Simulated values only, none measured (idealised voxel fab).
Process module name: voxel self aligned vias
Section shown: cut. Width: 235 nm. Cell size: 5 nm, square.
Cross-sections here: square-cell grids, written as top-down lists of bands, a band being one or more rows of cells.
What a band's entry tells you: where the top is and where the bottom is, as heights in nm, and after that what lies inside, material by material from left to right, each with its width in nm. Empty space is written as the word "empty", and a single material marked with the word "everywhere" occupies the band from edge to edge.
Height datum 0, below which the as-received substrate wafer is one material. Lowest band open at the bottom, running downward: "0 and below".
Quick explanation for "30..40": the width changes in equal steps down the rows of cells, from the first number in the band's top row to the second number in its bottom row.
The designation "remained unchanged", where it is given for a processing step, indicates that no cell of the cross-section was altered in the course of that step.
Entry "closed voids". Content: empty spaces with no open connection to the top, size 8 cells or greater. Each: width x height at distance. Distance: from left edge. Unit: nm.
Text after the settings on a step's line: the simulator's own remark on that step.
overlay nm: for a step with a mask, the amount by which the mask lay right of where it was planned; a negative amount means left of it.

THIS SECTION LISTS THE PROCESS STEPS THAT WERE PLANNED
1 RECEIVE with material Si
2 CONFORMAL_DEP with material SiO2, thk nm 15
3 CONFORMAL_DEP with material SiCN, thk nm 5
4 DIRECTIONAL_DEP with material SiO2, thk nm 30
5 MASKED_ETCH with tone open, mask id LINES, width nm 30, pitch nm 65, etch materials SiO2, depth nm 30, overlay nm 0
6 CONFORMAL_DEP with material TiN, thk nm 5
7 FILL_DEP with material Ru, thk nm 10
8 CMP with height nm 50
9 SELECTIVE_ETCH with etch materials W Ru TiN, depth nm 5
10 FILL_DEP with material SiN, thk nm 5
11 CMP with height nm 50
12 DIRECTIONAL_DEP with material SiO2, thk nm 20
13 DIRECTIONAL_DEP with material aC, thk nm 10
14 PATTERN with tone open, mask id VIAS, material resist, width nm 30, pitch nm 65, thk nm 25, overlay nm 0
15 DIRECTIONAL_ETCH with etch materials aC, depth nm 10
16 STRIP with etch materials resist
17 DIRECTIONAL_ETCH with etch materials SiO2, depth nm 20
18 DIRECTIONAL_ETCH with etch materials SiN, depth nm 5
19 STRIP with etch materials aC
20 CONFORMAL_DEP with material TiN, thk nm 5
21 FILL_DEP with material W, thk nm 5
22 CMP with height nm 70
23 CONFORMAL_DEP with material SiN, thk nm 5
All wafers enter the flow in the same state. The width nm at step 14 differs from wafer to wafer, and the plan gives the value for the first wafer.

FIRST WAFER AS RECEIVED, AFTER STEP 1
* 0 and below | Si everywhere
* closed voids: none

LAST STEP OF THE MODULE IS STEP 23; AFTER IT, THE FIRST OF SEVERAL WAFERS IN CROSS-SECTION
* 75 down to 70 | SiN everywhere
* 70 down to 50 | SiO2 (70), TiN (5), W (20), TiN (5), SiO2 (35), TiN (5), W (20), TiN (5), SiO2 (70)
* 50 down to 45 | SiO2 (70), TiN (30), SiO2 (35), TiN (30), SiO2 (70)
* 45 down to 25 | SiO2 (70), TiN (5), Ru (20), TiN (5), SiO2 (35), TiN (5), Ru (20), TiN (5), SiO2 (70)
* 25 down to 20 | SiO2 (70), TiN (30), SiO2 (35), TiN (30), SiO2 (70)
* 20 down to 15 | SiCN everywhere
* 15 down to 0 | SiO2 everywhere
* 0 and below | Si everywhere
* closed voids: none

THE MODULE'S END: A CROSS-SECTION OF THE LAST WAFER
* 75 down to 70 | SiN everywhere
* 70 down to 55 | SiO2 (60), TiN (5), W (40), TiN (5), SiO2 (15), TiN (5), W (40), TiN (5), SiO2 (60)
* 55 down to 50 | SiO2 (60), TiN (15), W (20), TiN (15), SiO2 (15), TiN (15), W (20), TiN (15), SiO2 (60)
* 50 down to 45 | SiO2 (70), TiN (30), SiO2 (35), TiN (30), SiO2 (70)
* 45 down to 25 | SiO2 (70), TiN (5), Ru (20), TiN (5), SiO2 (35), TiN (5), Ru (20), TiN (5), SiO2 (70)
* 25 down to 20 | SiO2 (70), TiN (30), SiO2 (35), TiN (30), SiO2 (70)
* 20 down to 15 | SiCN everywhere
* 15 down to 0 | SiO2 everywhere
* 0 and below | Si everywhere
* closed voids: none

BASICALLY EACH WAFER GETS A LINE IN THE TABLE, SHOWING IT AT THE END OF THE MODULE: MATERIAL BY MATERIAL, THE CELLS IT GAINED (+) OR LOST (-) SINCE WE GOT IT, THEN ITS CLOSED VOIDS
width nm 30, +32 Ru, +47 SiCN, +47 SiN, +491 SiO2, +56 TiN, +32 W, closed voids: none
width nm 35, +32 Ru, +47 SiCN, +47 SiN, +483 SiO2, +58 TiN, +38 W, closed voids: none
width nm 40, +32 Ru, +47 SiCN, +47 SiN, +475 SiO2, +60 TiN, +44 W, closed voids: none
width nm 45, +32 Ru, +47 SiCN, +47 SiN, +467 SiO2, +62 TiN, +50 W, closed voids: none
width nm 50, +32 Ru, +47 SiCN, +47 SiN, +459 SiO2, +64 TiN, +56 W, closed voids: none
